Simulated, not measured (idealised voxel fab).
Herein follows the process module entitled voxel self aligned vias.
The cross-section on display is named cut; it measures 210 nm wide, and its cells are 5 nm squares.
How to read a cross-section here: the picture is a grid of square cells, written as bands going from the top down, and any band can span one or more rows of cells.
Look at the band entry: it leads with the top's height and the bottom's height in nm. Then it lists the materials left to right, with a width in nm for each. The word "edge to edge" on a single material says that material fills the band edge to edge. The word "blank" is empty space.
The reference from which all heights are counted is 0, the level beneath which the as-received wafer is entirely one material; the lowest band, having no lower bound, proceeds downward and is written after the example "0 down".
A width given as "30->40" starts at the first number in the band's top row and ends at the second number in its bottom row, shifting by an equal amount at every step from row to row.
The designation "nothing changed", where it is given for a processing step, indicates that no cell of the cross-section was altered in the course of that step.
Look at "Closed cavity list" for the closed voids: empty spaces with no open path to the top, sized 8 cells or up. Each is width x height at distance, distance from the left edge, all nm.
Anything after a step's settings on that line? It's the simulator's own note about the step.
overlay nm, on a step with a mask: how far to the right of its planned place the mask lay; to the left if negative

# Planned step list for the process
1) RECEIVE, material Si
2) CONFORMAL_DEP, material SiO2, thk nm 10
3) CONFORMAL_DEP, material SiCN, thk nm 5
4) DIRECTIONAL_DEP, material SiO2, thk nm 30
5) MASKED_ETCH, tone open, mask id LINES, width nm 20, pitch nm 60, etch materials SiO2, depth nm 30, overlay nm 0
6) CONFORMAL_DEP, material TiN, thk nm 5
7) FILL_DEP, material W, thk nm 5
8) CMP, height nm 45
9) SELECTIVE_ETCH, etch materials W Ru TiN, depth nm 5
10) FILL_DEP, material SiN, thk nm 10
11) CMP, height nm 45
12) DIRECTIONAL_DEP, material SiO2, thk nm 15
13) PATTERN, tone open, mask id VIAS, material resist, width nm 30, thk nm 20, overlay nm 0
14) DIRECTIONAL_ETCH, etch materials SiO2, depth nm 15
15) DIRECTIONAL_ETCH, etch materials SiN, depth nm 5
16) STRIP, etch materials resist
17) CONFORMAL_DEP, material TiN, thk nm 5
18) FILL_DEP, material Ru, thk nm 5
19) CMP, height nm 60
20) CONFORMAL_DEP, material SiN, thk nm 5

# first wafer, as planned

# So this is the incoming wafer in cross-section - it's already been through step 1
	0 down: Si edge to edge
	Closed cavity list: none

# Cross-section of the wafer subsequent to step 2
	10 to 0: SiO2 edge to edge
	Note: structure below 0 unchanged.

# Cross-section of the wafer subsequent to step 3
	15 to 10: SiCN edge to edge
	Note: structure below 10 unchanged.

# Cross-section of the wafer subsequent to step 4
	45 to 15: SiO2 edge to edge
	Note: structure below 15 unchanged.

# Cross-section of the wafer subsequent to step 5
	45 to 15: SiO2 (65), blank (20), SiO2 (40), blank (20), SiO2 (65)
	Note: structure below 15 unchanged.

# Cross-section of the wafer subsequent to step 6
	50 to 45: TiN (70), blank (10), TiN (50), blank (10), TiN (70)
	45 to 20: SiO2 (65), TiN (5), blank (10), TiN (5), SiO2 (40), TiN (5), blank (10), TiN (5), SiO2 (65)
	20 to 15: SiO2 (65), TiN (20), SiO2 (40), TiN (20), SiO2 (65)
	Note: structure below 15 unchanged.

# Cross-section of the wafer subsequent to step 7
	55 to 50: W edge to edge
	50 to 45: TiN (70), W (10), TiN (50), W (10), TiN (70)
	45 to 20: SiO2 (65), TiN (5), W (10), TiN (5), SiO2 (40), TiN (5), W (10), TiN (5), SiO2 (65)
	Note: structure below 20 unchanged.

# Cross-section of the wafer subsequent to step 8
	45 to 20: SiO2 (65), TiN (5), W (10), TiN (5), SiO2 (40), TiN (5), W (10), TiN (5), SiO2 (65)
	Note: structure below 20 unchanged.

# Cross-section of the wafer subsequent to step 9
	45 to 40: SiO2 (65), blank (20), SiO2 (40), blank (20), SiO2 (65)
	Note: structure below 40 unchanged.

# Cross-section of the wafer subsequent to step 10
	55 to 45: SiN edge to edge
	45 to 40: SiO2 (65), SiN (20), SiO2 (40), SiN (20), SiO2 (65)
	Note: structure below 40 unchanged.

# Cross-section of the wafer subsequent to step 11
	45 to 40: SiO2 (65), SiN (20), SiO2 (40), SiN (20), SiO2 (65)
	Note: structure below 40 unchanged.

# Cross-section of the wafer subsequent to step 12
	60 to 45: SiO2 edge to edge
	Note: structure below 45 unchanged.

# Cross-section of the wafer subsequent to step 13
	80 to 60: resist (60), blank (30), resist (120)
	Note: structure below 60 unchanged.

# Cross-section of the wafer subsequent to step 14
	80 to 60: resist (60), blank (30), resist (120)
	60 to 45: SiO2 (60), blank (30), SiO2 (120)
	Note: structure below 45 unchanged.

# Cross-section of the wafer subsequent to step 15
	80 to 60: resist (60), blank (30), resist (120)
	60 to 45: SiO2 (60), blank (30), SiO2 (120)
	45 to 40: SiO2 (65), blank (20), SiO2 (40), SiN (20), SiO2 (65)
	Note: structure below 40 unchanged.

# Cross-section of the wafer subsequent to step 16
	60 to 45: SiO2 (60), blank (30), SiO2 (120)
	Note: structure below 45 unchanged.

# Cross-section of the wafer subsequent to step 17
	65 to 60: TiN (65), blank (20), TiN (125)
	60 to 50: SiO2 (60), TiN (5), blank (20), TiN (5), SiO2 (120)
	50 to 45: SiO2 (60), TiN (10), blank (10), TiN (10), SiO2 (120)
	45 to 40: SiO2 (65), TiN (20), SiO2 (40), SiN (20), SiO2 (65)
	Note: structure below 40 unchanged.

# Cross-section of the wafer subsequent to step 18
	70 to 65: Ru edge to edge
	65 to 60: TiN (65), Ru (20), TiN (125)
	60 to 50: SiO2 (60), TiN (5), Ru (20), TiN (5), SiO2 (120)
	50 to 45: SiO2 (60), TiN (10), Ru (10), TiN (10), SiO2 (120)
	Note: structure below 45 unchanged.

# Cross-section of the wafer subsequent to step 19
	60 to 50: SiO2 (60), TiN (5), Ru (20), TiN (5), SiO2 (120)
	Note: structure below 50 unchanged.

# Cross-section of the wafer subsequent to step 20
	65 to 60: SiN edge to edge
	Note: structure below 60 unchanged.

# Notes, second wafer: start = first wafer's, plan = first wafer's, execution had one mistake; history identical to first through step 11

# Second wafer profile in section, at the moment step 12 of the plan was meant to be complete
	60 to 45: Ru edge to edge
	Note: structure below 45 unchanged.

# Second wafer profile in section, at the moment step 13 of the plan was meant to be complete
	80 to 60: resist (60), blank (30), resist (120)
	Note: structure below 60 unchanged.

Second wafer profile in section, at the moment step 14 of the plan was meant to be complete: nothing changed

Second wafer profile in section, at the moment step 15 of the plan was meant to be complete: nothing changed

# Second wafer profile in section, at the moment step 16 of the plan was meant to be complete
	60 to 45: Ru edge to edge
	Note: structure below 45 unchanged.

# Second wafer profile in section, at the moment step 17 of the plan was meant to be complete
	65 to 60: TiN edge to edge
	Note: structure below 60 unchanged.

# Second wafer profile in section, at the moment step 18 of the plan was meant to be complete
	70 to 65: Ru edge to edge
	Note: structure below 65 unchanged.

# Second wafer profile in section, at the moment step 19 of the plan was meant to be complete
	60 to 45: Ru edge to edge
	Note: structure below 45 unchanged.

# Second wafer profile in section, at the moment step 20 of the plan was meant to be complete
	65 to 60: SiN edge to edge
	Note: structure below 60 unchanged.
Finding, execution versus plan: heads up, step 12 didn't go per plan, it actually ran as DIRECTIONAL_DEP, material Ru, thk nm 15
Final comparison by cell count, materials where the second wafer has more or fewer than the first: 116 more of Ru, 4 more of SiN, 108 fewer of SiO2, 12 fewer of TiN
